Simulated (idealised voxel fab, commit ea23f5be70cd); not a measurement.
Presented below is a process module, voxel ribs on slabs.
The cross-section shown here is cut; it is 280 nm wide and divided into square cells measuring 5 nm on a side.
A cross-section in this document is a grid of square cells, and it is written down as bands, the top band listed before the ones below it; a band is made up of one or more rows of cells. Band: top height; bottom height; in nm. Then, left to right: material with width in nm, for each material. "edge to edge": a single material spanning edge to edge. "blank": empty space. Heights from 0 (as-received wafer is one material below). Bottom band endless downward, as "0..down". You'd read "30 to 40" like this: the band's top row of cells is as wide as the first number, its bottom row is as wide as the second, and going down, every row changes width by the same amount as the row before did. The cross-section has no changed cell in any step marked "identical to before". Voids not open to the top, 8 cells minimum: see "Completely enclosed voids". Written width x height at distance; distance is from the left edge; nm. That trailing text on a step's line, after the settings, is the simulator's own remark on the step. For masked steps, "overlay nm" on the step line gives how far right of plan the mask actually lay; a minus sign means it lay to the left.

The planned process steps are enumerated hereunder:
1 RECEIVE | material Si
2 DIRECTIONAL_DEP | material SiO2 | thk nm 20
3 DIRECTIONAL_DEP | material SiN | thk nm 15
4 PATTERN | tone cover | mask id RIB | material resist | width nm 15 | thk nm 15 | overlay nm -15
5 DIRECTIONAL_ETCH | etch materials SiN | depth nm 5
6 STRIP | etch materials resist
7 DIRECTIONAL_DEP | material aC | thk nm 10
8 PATTERN | tone cover | mask id SLAB | material resist | width nm 65 | thk nm 25 | overlay nm 0
9 DIRECTIONAL_ETCH | etch materials aC | depth nm 10
10 STRIP | etch materials resist
11 DIRECTIONAL_ETCH | etch materials SiN | depth nm 10
12 STRIP | etch materials aC
13 FILL_DEP | material SiO2 | thk nm 15
14 CMP | height nm 45
15 DIRECTIONAL_DEP | material W | thk nm 5
16 PATTERN | tone cover | mask id HEATER | material resist | width nm 25 | thk nm 20 | overlay nm 0
17 DIRECTIONAL_ETCH | etch materials W | depth nm 5
18 STRIP | etch materials resist
19 CONFORMAL_DEP | material SiO2 | thk nm 5
What sets these wafers apart? The overlay nm at step 4. They all start alike, and the plan carries the first wafer's value.

Cross-sectional view of the first of several wafers in the as-received condition, corresponding to the state following step 1:
0..down: Si edge to edge
Completely enclosed voids: none

First of several wafers in cross-section at module end, following the final step, step 19:
55..50: blank=120, SiO2=35, blank=125
50..45: SiO2=125, W=25, SiO2=130
45..35: SiO2 edge to edge
35..30: SiO2=115, SiN=15, SiO2=150
30..20: SiO2=105, SiN=65, SiO2=110
20..0: SiO2 edge to edge
0..down: Si edge to edge
Completely enclosed voids: none

So this is the cross-section on the last wafer at the end of the module:
55..50: blank=120, SiO2=35, blank=125
50..45: SiO2=125, W=25, SiO2=130
45..35: SiO2 edge to edge
35..30: SiO2=145, SiN=15, SiO2=120
30..20: SiO2=105, SiN=65, SiO2=110
20..0: SiO2 edge to edge
0..down: Si edge to edge
Completely enclosed voids: none

The rows of the table below are wafers. Looking at the end of the module, a row counts, for every material, the cells the wafer has gained, shown as (+), or lost, shown as (-), since it was received; its closed voids come next:
overlay nm -15 | +29 SiN | +533 SiO2 | +5 W | Completely enclosed voids: none
overlay nm -10 | +29 SiN | +533 SiO2 | +5 W | Completely enclosed voids: none
overlay nm -5 | +29 SiN | +533 SiO2 | +5 W | Completely enclosed voids: none
overlay nm 0 | +29 SiN | +533 SiO2 | +5 W | Completely enclosed voids: none
overlay nm 5 | +29 SiN | +533 SiO2 | +5 W | Completely enclosed voids: none
overlay nm 10 | +29 SiN | +533 SiO2 | +5 W | Completely enclosed voids: none
overlay nm 15 | +29 SiN | +533 SiO2 | +5 W | Completely enclosed voids: none
